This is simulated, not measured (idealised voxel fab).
You're looking at the process module voxel transistor to metal.
We display cut, a cross-section 260 nm in width whose square cells are each 5 nm.
Cross-sections here: square-cell grids, written as top-down lists of bands, a band being one or more rows of cells.
Band: top height; bottom height; in nm. Then, left to right: material with width in nm, for each material. "edge to edge": a single material spanning edge to edge. "empty": empty space.
Note: height 0 marks the level under which the wafer is uniformly one material as received. Lowest band unbounded below, written "0 nm and below".
A width such as "30 to 40" changes by the same amount from each row of cells to the next, from the band's top row to its bottom row.
You'll sometimes find "no alterations made" written for a step, and that's the way of saying that nowhere in the cross-section did a cell change during that step.
Empty spaces without an open route to the top, at least 8 cells in extent, make up the entry "Sealed void listing"; each is given as width x height at distance, where the distance is measured from the left edge, and all are in nm.
On each step's line, the part that comes after the settings is the simulator's own comment on the step.
You can add "overlay nm" to a step's line. For a step with a mask, it describes how far the mask lay to the right of its planned position, and a negative number describes a lay to the left.

Process steps - plan:
1 RECEIVE (material Si)
2 OXIDIZE (depth nm 5)
3 CONFORMAL_DEP (material SiN; thk nm 10)
4 PATTERN (tone cover; mask id ACTIVE; material resist; width nm 105; pitch nm 125; thk nm 15; overlay nm 0)
5 DIRECTIONAL_ETCH (etch materials SiN; depth nm 10)
6 DIRECTIONAL_ETCH (etch materials SiO2; depth nm 5)
7 DIRECTIONAL_ETCH (etch materials Si; depth nm 30)
8 STRIP (etch materials resist)
9 OXIDIZE (depth nm 5)
10 FILL_DEP (material SiO2; thk nm 15)
11 CMP (height nm 10)
12 SELECTIVE_ETCH (etch materials SiO2; depth nm 5)
13 STRIP (etch materials SiN)
14 SELECTIVE_ETCH (etch materials SiO2; depth nm 5)
15 OXIDIZE (depth nm 5)
16 DIRECTIONAL_DEP (material polySi; thk nm 30)
17 DIRECTIONAL_DEP (material SiCN; thk nm 10)
18 MASKED_ETCH (tone cover; mask id GATE; width nm 15; pitch nm 125; etch materials SiCN; depth nm 20; overlay nm 0)
19 MASKED_ETCH (tone cover; mask id GATE; width nm 15; pitch nm 125; etch materials polySi; depth nm 40; overlay nm 0)
20 CONFORMAL_DEP (material SiO2; thk nm 5)
21 DIRECTIONAL_ETCH (etch materials SiO2; depth nm 5)
22 CONFORMAL_DEP (material SiN; thk nm 10)
23 DIRECTIONAL_ETCH (etch materials SiN; depth nm 10)
24 DIRECTIONAL_ETCH (etch materials SiO2; depth nm 5)
25 EPI (material SiGe; thk nm 5)
26 FILL_DEP (material SiO2; thk nm 10)
27 CMP (height nm 35)
28 DIRECTIONAL_DEP (material SiO2; thk nm 15)
29 PATTERN (tone open; mask id CONTACT; material resist; width nm 20; thk nm 15; overlay nm 0)
30 DIRECTIONAL_ETCH (etch materials SiO2; depth nm 55)
31 STRIP (etch materials resist)
32 CONFORMAL_DEP (material TiN; thk nm 5)
33 FILL_DEP (material Ru; thk nm 5)
34 CMP (height nm 50)
35 CONFORMAL_DEP (material SiCN; thk nm 5)
36 DIRECTIONAL_DEP (material lowk; thk nm 15)
37 MASKED_ETCH (tone open; mask id METAL_1; width nm 20; etch materials lowk; depth nm 15; overlay nm 0)
38 MASKED_ETCH (tone open; mask id METAL_1; width nm 20; etch materials SiCN; depth nm 5; overlay nm 0)
39 CONFORMAL_DEP (material TiN; thk nm 5)
40 FILL_DEP (material W; thk nm 10)
41 CMP (height nm 70)
42 CONFORMAL_DEP (material SiCN; thk nm 5)
43 DIRECTIONAL_DEP (material SiO2; thk nm 35)
44 DIRECTIONAL_DEP (material aC; thk nm 10)
45 PATTERN (tone open; mask id METAL_2_HOLES; material resist; width nm 15; pitch nm 125; thk nm 30; overlay nm 0)
46 DIRECTIONAL_ETCH (etch materials aC; depth nm 10)
47 STRIP (etch materials resist)
48 DIRECTIONAL_ETCH (etch materials SiO2; depth nm 35)
49 STRIP (etch materials aC)
50 PATTERN (tone open; mask id METAL_2; material resist; width nm 20; pitch nm 125; thk nm 20; overlay nm 0)
51 DIRECTIONAL_ETCH (etch materials SiO2; depth nm 20)
52 DIRECTIONAL_ETCH (etch materials SiCN; depth nm 5)
53 STRIP (etch materials resist)
54 CONFORMAL_DEP (material TiN; thk nm 5)
55 FILL_DEP (material Cu; thk nm 5)
56 CMP (height nm 110)
57 CONFORMAL_DEP (material SiN; thk nm 5)

So this is the incoming wafer in cross-section - it's already been through step 1:
0 nm and below | Si edge to edge
Sealed void listing: none

Run as planned - first of the two wafers cross-sectioned at the end of the module:
115 nm to 110 nm | SiN edge to edge
110 nm to 95 nm | SiO2: 25 / TiN: 5 / Cu: 10 / TiN: 5 / SiO2: 105 / TiN: 5 / Cu: 10 / TiN: 5 / SiO2: 90
95 nm to 90 nm | SiO2: 25 / TiN: 5 / Cu: 5 / TiN: 10 / SiO2: 105 / TiN: 5 / Cu: 5 / TiN: 10 / SiO2: 90
90 nm to 75 nm | SiO2: 25 / TiN: 5 / Cu: 5 / TiN: 5 / SiO2: 110 / TiN: 5 / Cu: 5 / TiN: 5 / SiO2: 95
75 nm to 70 nm | SiCN: 25 / TiN: 15 / SiCN: 110 / TiN: 15 / SiCN: 95
70 nm to 55 nm | lowk: 25 / TiN: 5 / W: 10 / TiN: 5 / lowk: 45 / TiN: 5 / W: 10 / TiN: 5 / lowk: 40 / TiN: 5 / W: 10 / TiN: 5 / lowk: 45 / TiN: 5 / W: 10 / TiN: 5 / lowk: 25
55 nm to 50 nm | SiCN: 25 / TiN: 20 / SiCN: 45 / TiN: 20 / SiCN: 40 / TiN: 20 / SiCN: 45 / TiN: 20 / SiCN: 25
50 nm to 35 nm | SiO2: 25 / TiN: 5 / Ru: 10 / TiN: 5 / SiO2: 45 / TiN: 5 / Ru: 10 / TiN: 5 / SiO2: 40 / TiN: 5 / Ru: 10 / TiN: 5 / SiO2: 45 / TiN: 5 / Ru: 10 / TiN: 5 / SiO2: 25
35 nm to 25 nm | SiO2: 25 / TiN: 5 / Ru: 10 / TiN: 5 / SiN: 10 / SiO2: 5 / SiCN: 15 / SiO2: 5 / SiN: 10 / TiN: 5 / Ru: 10 / TiN: 5 / SiO2: 40 / TiN: 5 / Ru: 10 / TiN: 5 / SiN: 10 / SiO2: 5 / SiCN: 15 / SiO2: 5 / SiN: 10 / TiN: 5 / Ru: 10 / TiN: 5 / SiO2: 25
25 nm to 0 nm | SiO2: 25 / TiN: 5 / Ru: 10 / TiN: 5 / SiN: 10 / SiO2: 5 / polySi: 15 / SiO2: 5 / SiN: 10 / TiN: 5 / Ru: 10 / TiN: 5 / SiO2: 40 / TiN: 5 / Ru: 10 / TiN: 5 / SiN: 10 / SiO2: 5 / polySi: 15 / SiO2: 5 / SiN: 10 / TiN: 5 / Ru: 10 / TiN: 5 / SiO2: 25
0 nm to -5 nm | SiO2: 15 / SiN: 10 / TiN: 20 / SiN: 10 / SiO2: 5 / polySi: 15 / SiO2: 5 / SiN: 10 / TiN: 20 / SiN: 10 / SiO2: 20 / SiN: 10 / TiN: 20 / SiN: 10 / SiO2: 5 / polySi: 15 / SiO2: 5 / SiN: 10 / TiN: 20 / SiN: 10 / SiO2: 15
-5 nm to -10 nm | SiO2: 25 / SiGe: 20 / SiO2: 45 / SiGe: 20 / SiO2: 40 / SiGe: 20 / SiO2: 45 / SiGe: 20 / SiO2: 25
-10 nm to -40 nm | SiO2: 20 / Si: 95 / SiO2: 30 / Si: 95 / SiO2: 20
-40 nm and below | Si edge to edge
Sealed void listing: none

So this is wafer number two of the two, cut at the end of the module - it started where the first did and had the same plan, we just got one thing wrong running it:
115 nm to 110 nm | SiN edge to edge
110 nm to 95 nm | SiO2: 25 / TiN: 5 / Cu: 10 / TiN: 5 / SiO2: 105 / TiN: 5 / Cu: 10 / TiN: 5 / SiO2: 90
95 nm to 90 nm | SiO2: 25 / TiN: 5 / Cu: 5 / TiN: 10 / SiO2: 105 / TiN: 5 / Cu: 5 / TiN: 10 / SiO2: 90
90 nm to 75 nm | SiO2: 25 / TiN: 5 / Cu: 5 / TiN: 5 / SiO2: 110 / TiN: 5 / Cu: 5 / TiN: 5 / SiO2: 95
75 nm to 70 nm | SiCN: 25 / TiN: 15 / SiCN: 110 / TiN: 15 / SiCN: 95
70 nm to 55 nm | lowk: 25 / TiN: 5 / polySi: 10 / TiN: 5 / lowk: 45 / TiN: 5 / polySi: 10 / TiN: 5 / lowk: 40 / TiN: 5 / polySi: 10 / TiN: 5 / lowk: 45 / TiN: 5 / polySi: 10 / TiN: 5 / lowk: 25
55 nm to 50 nm | SiCN: 25 / TiN: 20 / SiCN: 45 / TiN: 20 / SiCN: 40 / TiN: 20 / SiCN: 45 / TiN: 20 / SiCN: 25
50 nm to 35 nm | SiO2: 25 / TiN: 5 / Ru: 10 / TiN: 5 / SiO2: 45 / TiN: 5 / Ru: 10 / TiN: 5 / SiO2: 40 / TiN: 5 / Ru: 10 / TiN: 5 / SiO2: 45 / TiN: 5 / Ru: 10 / TiN: 5 / SiO2: 25
35 nm to 25 nm | SiO2: 25 / TiN: 5 / Ru: 10 / TiN: 5 / SiN: 10 / SiO2: 5 / SiCN: 15 / SiO2: 5 / SiN: 10 / TiN: 5 / Ru: 10 / TiN: 5 / SiO2: 40 / TiN: 5 / Ru: 10 / TiN: 5 / SiN: 10 / SiO2: 5 / SiCN: 15 / SiO2: 5 / SiN: 10 / TiN: 5 / Ru: 10 / TiN: 5 / SiO2: 25
25 nm to 0 nm | SiO2: 25 / TiN: 5 / Ru: 10 / TiN: 5 / SiN: 10 / SiO2: 5 / polySi: 15 / SiO2: 5 / SiN: 10 / TiN: 5 / Ru: 10 / TiN: 5 / SiO2: 40 / TiN: 5 / Ru: 10 / TiN: 5 / SiN: 10 / SiO2: 5 / polySi: 15 / SiO2: 5 / SiN: 10 / TiN: 5 / Ru: 10 / TiN: 5 / SiO2: 25
0 nm to -5 nm | SiO2: 15 / SiN: 10 / TiN: 20 / SiN: 10 / SiO2: 5 / polySi: 15 / SiO2: 5 / SiN: 10 / TiN: 20 / SiN: 10 / SiO2: 20 / SiN: 10 / TiN: 20 / SiN: 10 / SiO2: 5 / polySi: 15 / SiO2: 5 / SiN: 10 / TiN: 20 / SiN: 10 / SiO2: 15
-5 nm to -10 nm | SiO2: 25 / SiGe: 20 / SiO2: 45 / SiGe: 20 / SiO2: 40 / SiGe: 20 / SiO2: 45 / SiGe: 20 / SiO2: 25
-10 nm to -40 nm | SiO2: 20 / Si: 95 / SiO2: 30 / Si: 95 / SiO2: 20
-40 nm and below | Si edge to edge
Sealed void listing: none
What was the processing mistake? it should be noted that step 40 was executed with settings other than those planned, the operation and settings actually applied being FILL_DEP (material polySi; thk nm 10)
Cell-count delta at end, second wafer over first, by material: -24 W, +24 polySi
